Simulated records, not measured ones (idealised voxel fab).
process module | voxel trench capacitor
cross-section cut | 205 nm wide | cells 5 nm
A cross-section is a grid of square cells, given in bands from the top down. A band is one or more rows of cells.
Each band's line starts with the height of the band's top and of its bottom, in nm. Then come its materials from left to right, each with its width in nm. One material with "throughout" fills the band from edge to edge. "air" is empty space.
Height 0 is the level under which the wafer as received is all one material. The lowest band goes on downwards, as in "0 down".
A width such as "30 to 40" changes by the same amount from each row of cells to the next, from the band's top row to its bottom row.
"no change" after a step means that no cell of the cross-section changed.
closed voids: empty space of 8 cells or more with no open way to the top, each as width x height at its distance from the left edge, in nm
after a step's settings: what the simulator itself notes on the step
overlay nm, on a step with a mask: how far to the right of its planned place the mask lay; to the left if negative
plan
1 op RECEIVE | material Si
2 op CONFORMAL_DEP | material SiN | thk nm 10
3 op PATTERN | tone open | mask id TRENCH | material resist | width nm 15 | pitch nm 50 | thk nm 15 | overlay nm 0
4 op DIRECTIONAL_ETCH | etch materials SiN | depth nm 10
5 op DIRECTIONAL_ETCH | etch materials Si | depth nm 35
6 op STRIP | etch materials resist
7 op CONFORMAL_DEP | material Al2O3 | thk nm 5
8 op FILL_DEP | material polySi | thk nm 10
9 op CMP | height nm 10
varied across the wafers: width nm of step 3. The plan shows the first wafer's value. All wafers start alike
first wafer as received, after step 1
  0 down: Si throughout
  closed voids: none
each wafer at the end: cells of each material gained (+) or lost (-) since it was received, then its closed voids
width nm 15 | +76 Al2O3 | -84 Si | +58 SiN | +32 polySi | closed voids: none
width nm 20 | +80 Al2O3 | -112 Si | +50 SiN | +64 polySi | closed voids: none
width nm 25 | +84 Al2O3 | -140 Si | +42 SiN | +96 polySi | closed voids: none
